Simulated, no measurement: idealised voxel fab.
Proc. module: voxel ribs on slabs
Section cut is 140 nm wide and gridded with 5 nm square cells.
Bands, listed from the top down, are how a cross-section gets written in this document; the cross-section itself is a grid of square cells, and a band is one or more rows of them.
Within each band entry, the heights of the top and of the bottom of the band appear first, in that order and in nm; the materials of the band then follow from left to right, each with its corresponding width in nm. The designation "everywhere" on a single material indicates that it fills the band from edge to edge; the designation "empty" indicates empty space.
Note: height 0 marks the level under which the wafer is uniformly one material as received. Lowest band unbounded below, written "0 and below".
Read "30->40" as a graded width: first number on top, second number at the bottom, same change between each pair of neighbouring rows.
No cell of the cross-section changed in a step that is given as "changes: none".
Listed in "Cavities, sealed": every empty space of 8 or more cells without an open way to the top. Form: width x height at distance, the distance being from the left edge, all in nm.
Post-settings text on a step line: simulator's own remark regarding the step.
Regarding "overlay nm": on a step with a mask, it is the distance the mask lay to the right of its planned place; a negative value places it to the left.

[This section lists the process steps that were planned]
1 op RECEIVE | material Si
2 op DIRECTIONAL_DEP | material SiO2 | thk nm 25
3 op DIRECTIONAL_DEP | material polySi | thk nm 25
4 op MASKED_ETCH | tone cover | mask id RIB | width nm 25 | etch materials polySi | depth nm 20 | overlay nm 0
5 op MASKED_ETCH | tone cover | mask id SLAB | width nm 85 | etch materials polySi | depth nm 5 | overlay nm 0
6 op FILL_DEP | material SiO2 | thk nm 15
7 op CMP | height nm 60
8 op DIRECTIONAL_DEP | material TiN | thk nm 10
9 op MASKED_ETCH | tone cover | mask id HEATER | width nm 35 | etch materials TiN | depth nm 10 | overlay nm 0
10 op CONFORMAL_DEP | material SiO2 | thk nm 5

[as received, after step 1]
- 0 and below  Si everywhere
- Cavities, sealed: none

[Module complete - cross-section of the first of two wafers, run according to plan]
- 75 down to 70  empty (45), SiO2 (45), empty (50)
- 70 down to 65  empty (45), SiO2 (5), TiN (35), SiO2 (5), empty (50)
- 65 down to 60  SiO2 (50), TiN (35), SiO2 (55)
- 60 down to 50  SiO2 everywhere
- 50 down to 30  SiO2 (55), polySi (25), SiO2 (60)
- 30 down to 25  SiO2 (25), polySi (85), SiO2 (30)
- 25 down to 0  SiO2 everywhere
- 0 and below  Si everywhere
- Cavities, sealed: none

[Presented here is a cross-section of the second of the two wafers as it stood at the end of the module. It was started in the same manner and assigned the same plan as the first wafer; however, one mistake was made in its execution]
- 75 down to 70  empty (45), SiO2 (45), empty (50)
- 70 down to 65  empty (45), SiO2 (5), TiN (35), SiO2 (5), empty (50)
- 65 down to 60  SiO2 (50), TiN (35), SiO2 (55)
- 60 down to 50  SiO2 (55->25), polySi (25->85), SiO2 (60->30)
- 50 down to 25  polySi everywhere
- 25 down to 0  SiO2 everywhere
- 0 and below  Si everywhere
- Cavities, sealed: none
Short version of what went wrong: twice over, step 3 of the plan was run
Cell-count delta at end, second wafer over first, by material: -125 SiO2 | +125 polySi
